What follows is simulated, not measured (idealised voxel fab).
The name of this process module is voxel transistor to metal.
Each square cell in cross-section cut measures 5 nm, and the section as a whole is 150 nm wide.
Think of the cross-section as a grid of square cells. We describe it in bands, top to bottom, and each band covers one or more rows of those cells. The band entry comprises the height of the band's top followed by the height of its bottom, expressed in nm, and subsequently the band's materials from left to right, each stated together with its width in nm. Where a single material is marked with the word "all across", that material fills the band from edge to edge. The word "air" represents empty space. Height reference: 0 = level under which incoming wafer is all one material. Lowest band: no bottom, runs on downward, e.g. "0..down". The two numbers in a width such as "30->40" mark its ends across the band: the first belongs to the top row of cells, the second to the bottom row, and from each row to the next the width moves by the same amount. The designation "nothing changed", where it is given for a processing step, indicates that no cell of the cross-section was altered in the course of that step. Listed in "Sealed void list": every empty space of 8 or more cells without an open way to the top. Form: width x height at distance, the distance being from the left edge, all in nm. The remark found on a step's line after its settings is issued by the simulator itself and pertains to that step. The setting "overlay nm" may be written on the line of a step. When the step uses a mask, the value reports how far to the right of the planned place the mask lay, and a negative value reports that it lay to the left.
These are the steps we planned for the process
| 1 | RECEIVE with material Si |
| 2 | CONFORMAL_DEP with material SiO2, thk nm 5 |
| 3 | CONFORMAL_DEP with material SiN, thk nm 15 |
| 4 | MASKED_ETCH with tone cover, mask id ACTIVE, width nm 105, etch materials SiN, depth nm 15, overlay nm 0 |
| 5 | MASKED_ETCH with tone cover, mask id ACTIVE, width nm 105, etch materials SiO2, depth nm 5, overlay nm 0 |
| 6 | MASKED_ETCH with tone cover, mask id ACTIVE, width nm 105, etch materials Si, depth nm 30, overlay nm 0 |
| 7 | FILL_DEP with material SiO2, thk nm 10 |
| 8 | CMP with height nm 20 |
| 9 | SELECTIVE_ETCH with etch materials SiO2, depth nm 10 |
| 10 | STRIP with etch materials SiN |
| 11 | SELECTIVE_ETCH with etch materials SiO2, depth nm 5 |
| 12 | OXIDIZE with depth nm 5 |
| 13 | DIRECTIONAL_DEP with material polySi, thk nm 20 |
| 14 | DIRECTIONAL_DEP with material SiCN, thk nm 10 |
| 15 | MASKED_ETCH with tone cover, mask id GATE, width nm 25, etch materials SiCN, depth nm 20, overlay nm -5 |
| 16 | MASKED_ETCH with tone cover, mask id GATE, width nm 25, etch materials polySi, depth nm 30, overlay nm 0 |
| 17 | CONFORMAL_DEP with material SiN, thk nm 5 |
| 18 | DIRECTIONAL_ETCH with etch materials SiN, depth nm 5 |
| 19 | DIRECTIONAL_ETCH with etch materials SiO2, depth nm 5 |
| 20 | EPI with material nSi, thk nm 5 |
| 21 | FILL_DEP with material SiO2, thk nm 10 |
| 22 | CMP with height nm 30 |
| 23 | DIRECTIONAL_DEP with material SiO2, thk nm 10 |
| 24 | MASKED_ETCH with tone open, mask id CONTACT, width nm 15, pitch nm 80, etch materials SiO2, depth nm 40, overlay nm 0 |
| 25 | CONFORMAL_DEP with material TiN, thk nm 5 |
| 26 | FILL_DEP with material W, thk nm 10 |
| 27 | CMP with height nm 40 |
| 28 | CONFORMAL_DEP with material SiCN, thk nm 5 |
| 29 | DIRECTIONAL_DEP with material SiO2, thk nm 15 |
| 30 | MASKED_ETCH with tone open, mask id METAL_1, width nm 15, pitch nm 80, etch materials SiO2, depth nm 15, overlay nm 0 |
| 31 | MASKED_ETCH with tone open, mask id METAL_1, width nm 15, pitch nm 80, etch materials SiCN, depth nm 5, overlay nm 0 |
| 32 | CONFORMAL_DEP with material TiN, thk nm 5 |
| 33 | FILL_DEP with material Cu, thk nm 10 |
| 34 | CMP with height nm 60 |
| 35 | CONFORMAL_DEP with material SiCN, thk nm 5 |
| 36 | DIRECTIONAL_DEP with material SiO2, thk nm 25 |
| 37 | MASKED_ETCH with tone open, mask id METAL_2, width nm 15, pitch nm 80, etch materials SiO2, depth nm 15, overlay nm 0 |
| 38 | MASKED_ETCH with tone open, mask id METAL_2_HOLES, width nm 15, pitch nm 80, etch materials SiO2, depth nm 10, overlay nm 0 |
| 39 | MASKED_ETCH with tone open, mask id METAL_2_HOLES, width nm 15, pitch nm 80, etch materials SiCN, depth nm 5, overlay nm 0 |
| 40 | CONFORMAL_DEP with material TiN, thk nm 5 |
| 41 | FILL_DEP with material Ru, thk nm 10 |
| 42 | CMP with height nm 90 |
| 43 | CONFORMAL_DEP with material SiN, thk nm 5 |
Be aware that, although all wafers share a common starting state, the overlay nm at step 15 differs among them, and the plan displays the first wafer's value.
Cut through the first of several wafers as received, post step 1
  0..down  Si all across
  Sealed void list: none
The rows of the table below are wafers. Looking at the end of the module, a row counts, for every material, the cells the wafer has gained, shown as (+), or lost, shown as (-), since it was received; its closed voids come next
overlay nm -5 | +6 Cu | +10 Ru | -75 Si | +58 SiCN | +44 SiN | +398 SiO2 | +78 TiN | +14 W | +13 nSi | +24 polySi | Sealed void list: none
overlay nm 0 | +6 Cu | +10 Ru | -75 Si | +58 SiCN | +44 SiN | +401 SiO2 | +78 TiN | +14 W | +14 nSi | +20 polySi | Sealed void list: none
overlay nm 5 | +6 Cu | +10 Ru | -75 Si | +58 SiCN | +44 SiN | +398 SiO2 | +78 TiN | +14 W | +13 nSi | +24 polySi | Sealed void list: none
